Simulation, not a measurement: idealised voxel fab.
process module | voxel transistor to metal
cross-section cut | 145 nm wide | cells 5 nm
A cross-section is a grid of square cells, given in bands from the top down. A band is one or more rows of cells.
Each band's line starts with the height of the band's top and of its bottom, in nm. Then come its materials from left to right, each with its width in nm. One material with "throughout" fills the band from edge to edge. "air" is empty space.
Height 0 is the level under which the wafer as received is all one material. The lowest band goes on downwards, as in "0 down".
A width such as "30 to 40" changes by the same amount from each row of cells to the next, from the band's top row to its bottom row.
"no change" after a step means that no cell of the cross-section changed.
closed voids: empty space of 8 cells or more with no open way to the top, each as width x height at its distance from the left edge, in nm
after a step's settings: what the simulator itself notes on the step
overlay nm, on a step with a mask: how far to the right of its planned place the mask lay; to the left if negative
plan
1 op RECEIVE | material Si
2 op OXIDIZE | depth nm 5
3 op CONFORMAL_DEP | material SiN | thk nm 10
4 op DIRECTIONAL_DEP | material aC | thk nm 10
5 op PATTERN | tone cover | mask id ACTIVE | material resist | width nm 105 | thk nm 30 | overlay nm 0
6 op DIRECTIONAL_ETCH | etch materials aC | depth nm 10
7 op STRIP | etch materials resist
8 op DIRECTIONAL_ETCH | etch materials SiN | depth nm 10
9 op DIRECTIONAL_ETCH | etch materials SiO2 | depth nm 5
10 op DIRECTIONAL_ETCH | etch materials Si | depth nm 25
11 op STRIP | etch materials aC
12 op FILL_DEP | material SiO2 | thk nm 5
13 op CMP | height nm 10
14 op SELECTIVE_ETCH | etch materials SiO2 | depth nm 10
15 op STRIP | etch materials SiN
16 op SELECTIVE_ETCH | etch materials SiO2 | depth nm 5
17 op OXIDIZE | depth nm 5
18 op DIRECTIONAL_DEP | material polySi | thk nm 30
19 op DIRECTIONAL_DEP | material SiCN | thk nm 10
20 op DIRECTIONAL_DEP | material aC | thk nm 15
21 op PATTERN | tone cover | mask id GATE | material resist | width nm 35 | thk nm 30 | overlay nm 0
22 op DIRECTIONAL_ETCH | etch materials aC | depth nm 15
23 op STRIP | etch materials resist
24 op DIRECTIONAL_ETCH | etch materials SiCN | depth nm 20
25 op DIRECTIONAL_ETCH | etch materials polySi | depth nm 40
26 op STRIP | etch materials aC
27 op CONFORMAL_DEP | material SiN | thk nm 5
28 op DIRECTIONAL_ETCH | etch materials SiN | depth nm 5
29 op DIRECTIONAL_ETCH | etch materials SiO2 | depth nm 5
30 op DIRECTIONAL_ETCH | etch materials Si | depth nm 5
31 op EPI | material SiGe | thk nm 5
32 op FILL_DEP | material SiO2 | thk nm 10
33 op CMP | height nm 25
34 op STRIP | etch materials polySi
35 op SELECTIVE_ETCH | etch materials SiO2 | depth nm 5
36 op CONFORMAL_DEP | material HfO2 | thk nm 5
37 op CONFORMAL_DEP | material TiN | thk nm 5
38 op FILL_DEP | material W | thk nm 5
39 op CMP | height nm 20
40 op DIRECTIONAL_DEP | material SiO2 | thk nm 15
41 op DIRECTIONAL_DEP | material aC | thk nm 10
42 op PATTERN | tone open | mask id CONTACT | material resist | width nm 15 | pitch nm 80 | thk nm 30 | overlay nm 0
43 op DIRECTIONAL_ETCH | etch materials aC | depth nm 10
44 op STRIP | etch materials resist
45 op DIRECTIONAL_ETCH | etch materials SiO2 | depth nm 45
46 op STRIP | etch materials aC
47 op CONFORMAL_DEP | material TiN | thk nm 5
48 op FILL_DEP | material Ru | thk nm 5
49 op CMP | height nm 35
50 op CONFORMAL_DEP | material SiCN | thk nm 5
51 op DIRECTIONAL_DEP | material SiO2 | thk nm 25
52 op MASKED_ETCH | tone open | mask id METAL_1 | width nm 15 | pitch nm 80 | etch materials SiO2 | depth nm 25 | overlay nm 0
53 op MASKED_ETCH | tone open | mask id METAL_1 | width nm 15 | pitch nm 80 | etch materials SiCN | depth nm 5 | overlay nm 0
54 op CONFORMAL_DEP | material TiN | thk nm 5
55 op FILL_DEP | material Ru | thk nm 5
56 op CMP | height nm 65
57 op EPI | material Ru | thk nm 5
58 op FILL_DEP | material SiCN | thk nm 5
as received, after step 1
  0 down: Si throughout
  closed voids: none
a wafer at the end: this start, this plan, one mistake
  85 to 70: SiCN throughout
  70 to 65: SiCN 20 | Ru 25 | SiCN 55 | Ru 25 | SiCN 20
  65 to 40: SiO2 25 | TiN 5 | Ru 5 | TiN 5 | SiO2 65 | TiN 5 | Ru 5 | TiN 5 | SiO2 25
  40 to 35: SiCN 25 | TiN 15 | SiCN 65 | TiN 15 | SiCN 25
  35 to 20: SiO2 25 | TiN 5 | Ru 5 | TiN 5 | SiO2 65 | TiN 5 | Ru 5 | TiN 5 | SiO2 25
  20 to 0: SiO2 25 | TiN 5 | Ru 5 | TiN 5 | SiO2 10 | SiN 5 | HfO2 5 | TiN 5 | W 15 | TiN 5 | HfO2 5 | SiN 5 | SiO2 10 | TiN 5 | Ru 5 | TiN 5 | SiO2 25
  0 to -5: SiO2 25 | TiN 5 | Ru 5 | TiN 5 | SiO2 10 | SiN 5 | HfO2 5 | TiN 25 | HfO2 5 | SiN 5 | SiO2 10 | TiN 5 | Ru 5 | TiN 5 | SiO2 25
  -5 to -10: SiO2 25 | TiN 15 | SiO2 5 | SiGe 5 | HfO2 45 | SiGe 5 | SiO2 5 | TiN 15 | SiO2 25
  -10 to -15: SiO2 20 | SiGe 30 | Si 45 | SiGe 30 | SiO2 20
  -15 to -30: SiO2 20 | Si 105 | SiO2 20
  -30 down: Si throughout
  closed voids: none
what went wrong: step 58 ran as: op FILL_DEP | material SiCN | thk nm 15
